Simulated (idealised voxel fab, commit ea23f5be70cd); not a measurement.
Process module name: voxel ribs on slabs
It is cross-section cut that appears here, measuring 180 nm in width, its square cells being 5 nm in size.
If you're reading a cross-section in this doc, picture square cells in a grid; it comes to you as bands, top ones listed first down to the bottom, and a band can be one or more rows of cells.
Per band: top height and bottom height in nm, followed by the left-to-right materials and their widths in nm; "full width" marks a single material spanning edge to edge, "blank" marks empty space.
Height 0 is the level under which the wafer as received is all one material. The lowest band goes on downwards, as in "from 0 down".
Read "30..40" as a graded width: first number on top, second number at the bottom, same change between each pair of neighbouring rows.
You'll sometimes find "no modifications" written for a step, and that's the way of saying that nowhere in the cross-section did a cell change during that step.
The list in "Trapped void list" covers empty spaces of 8 cells or more that cannot reach the top through any open way, and it gives each as width x height at distance; the distance is from the left edge, and width, height and distance are in nm.
Read whatever lies past the settings on a step's line as the simulator's own remark about the step.
overlay nm: step with mask; distance mask lay right of planned place; negative value = left of planned place.
The steps planned for the process are as follows
1,RECEIVE,material Si
2,DIRECTIONAL_DEP,material SiO2,thk nm 25
3,DIRECTIONAL_DEP,material polySi,thk nm 15
4,MASKED_ETCH,tone cover,mask id RIB,width nm 20,etch materials polySi,depth nm 10,overlay nm 0
5,PATTERN,tone cover,mask id SLAB,material resist,width nm 80,thk nm 15,overlay nm 0
6,DIRECTIONAL_ETCH,etch materials polySi,depth nm 5
7,STRIP,etch materials resist
8,FILL_DEP,material SiO2,thk nm 20
9,CMP,height nm 50
10,DIRECTIONAL_DEP,material W,thk nm 5
11,PATTERN,tone cover,mask id HEATER,material resist,width nm 30,thk nm 20,overlay nm 0
12,DIRECTIONAL_ETCH,etch materials W,depth nm 5
13,STRIP,etch materials resist
14,CONFORMAL_DEP,material SiN,thk nm 10
First of two wafers: run as planned
Cross-section of the wafer as it came to us, i.e., already through step 1
	from 0 down: Si full width
	Trapped void list: none
Once step 2 is through, the wafer looks like this in cross-section
	from 25 to 0: SiO2 full width
	Unchanged below 0.
Once step 3 is through, the wafer looks like this in cross-section
	from 40 to 25: polySi full width
	Unchanged below 25.
Once step 4 is through, the wafer looks like this in cross-section
	from 40 to 30: 80 blank  20 polySi  80 blank
	Unchanged below 30.
Once step 5 is through, the wafer looks like this in cross-section
	from 55 to 40: 50 blank  80 resist  50 blank
	from 40 to 30: 50 blank  30 resist  20 polySi  30 resist  50 blank
	Unchanged below 30.
Once step 6 is through, the wafer looks like this in cross-section
	from 55 to 40: 50 blank  80 resist  50 blank
	from 40 to 30: 50 blank  30 resist  20 polySi  30 resist  50 blank
	from 30 to 25: 50 blank  80 polySi  50 blank
	Unchanged below 25.
Once step 7 is through, the wafer looks like this in cross-section
	from 40 to 30: 80 blank  20 polySi  80 blank
	Unchanged below 30.
Once step 8 is through, the wafer looks like this in cross-section
	from 60 to 40: SiO2 full width
	from 40 to 30: 80 SiO2  20 polySi  80 SiO2
	from 30 to 25: 50 SiO2  80 polySi  50 SiO2
	Unchanged below 25.
Once step 9 is through, the wafer looks like this in cross-section
	from 50 to 40: SiO2 full width
	Unchanged below 40.
Once step 10 is through, the wafer looks like this in cross-section
	from 55 to 50: W full width
	Unchanged below 50.
Once step 11 is through, the wafer looks like this in cross-section
	from 75 to 55: 75 blank  30 resist  75 blank
	Unchanged below 55.
Once step 12 is through, the wafer looks like this in cross-section
	from 75 to 55: 75 blank  30 resist  75 blank
	from 55 to 50: 75 blank  30 W  75 blank
	Unchanged below 50.
Once step 13 is through, the wafer looks like this in cross-section
	from 55 to 50: 75 blank  30 W  75 blank
	Unchanged below 50.
Once step 14 is through, the wafer looks like this in cross-section
	from 65 to 60: 65 blank  50 SiN  65 blank
	from 60 to 55: SiN full width
	from 55 to 50: 75 SiN  30 W  75 SiN
	Unchanged below 50.
second wafer: like start, like plan, one mistake. Through step 1 it matches the first wafer
Second wafer, sectioned view, at step 2's planned end time
	from 30 to 0: SiO2 full width
	Unchanged below 0.
Second wafer, sectioned view, at step 3's planned end time
	from 45 to 30: polySi full width
	Unchanged below 30.
Second wafer, sectioned view, at step 4's planned end time
	from 45 to 35: 80 blank  20 polySi  80 blank
	Unchanged below 35.
Second wafer, sectioned view, at step 5's planned end time
	from 60 to 45: 50 blank  80 resist  50 blank
	from 45 to 35: 50 blank  30 resist  20 polySi  30 resist  50 blank
	Unchanged below 35.
Second wafer, sectioned view, at step 6's planned end time
	from 60 to 45: 50 blank  80 resist  50 blank
	from 45 to 35: 50 blank  30 resist  20 polySi  30 resist  50 blank
	from 35 to 30: 50 blank  80 polySi  50 blank
	Unchanged below 30.
Second wafer, sectioned view, at step 7's planned end time
	from 45 to 35: 80 blank  20 polySi  80 blank
	Unchanged below 35.
Second wafer, sectioned view, at step 8's planned end time
	from 65 to 45: SiO2 full width
	from 45 to 35: 80 SiO2  20 polySi  80 SiO2
	from 35 to 30: 50 SiO2  80 polySi  50 SiO2
	Unchanged below 30.
Second wafer, sectioned view, at step 9's planned end time
	from 50 to 45: SiO2 full width
	Unchanged below 45.
Second wafer, sectioned view, at step 10's planned end time
	from 55 to 50: W full width
	Unchanged below 50.
Second wafer, sectioned view, at step 11's planned end time
	from 75 to 55: 75 blank  30 resist  75 blank
	Unchanged below 55.
Second wafer, sectioned view, at step 12's planned end time
	from 75 to 55: 75 blank  30 resist  75 blank
	from 55 to 50: 75 blank  30 W  75 blank
	Unchanged below 50.
Second wafer, sectioned view, at step 13's planned end time
	from 55 to 50: 75 blank  30 W  75 blank
	Unchanged below 50.
Second wafer, sectioned view, at step 14's planned end time
	from 65 to 60: 65 blank  50 SiN  65 blank
	from 60 to 55: SiN full width
	from 55 to 50: 75 SiN  30 W  75 SiN
	Unchanged below 50.
It is concluded that the wafer was processed incorrectly with respect to the plan, in that step 2 was not run as planned; what actually ran was DIRECTIONAL_DEP,material SiO2,thk nm 30
at the end the second wafer has, in cells: as many of each material as the first, in other places
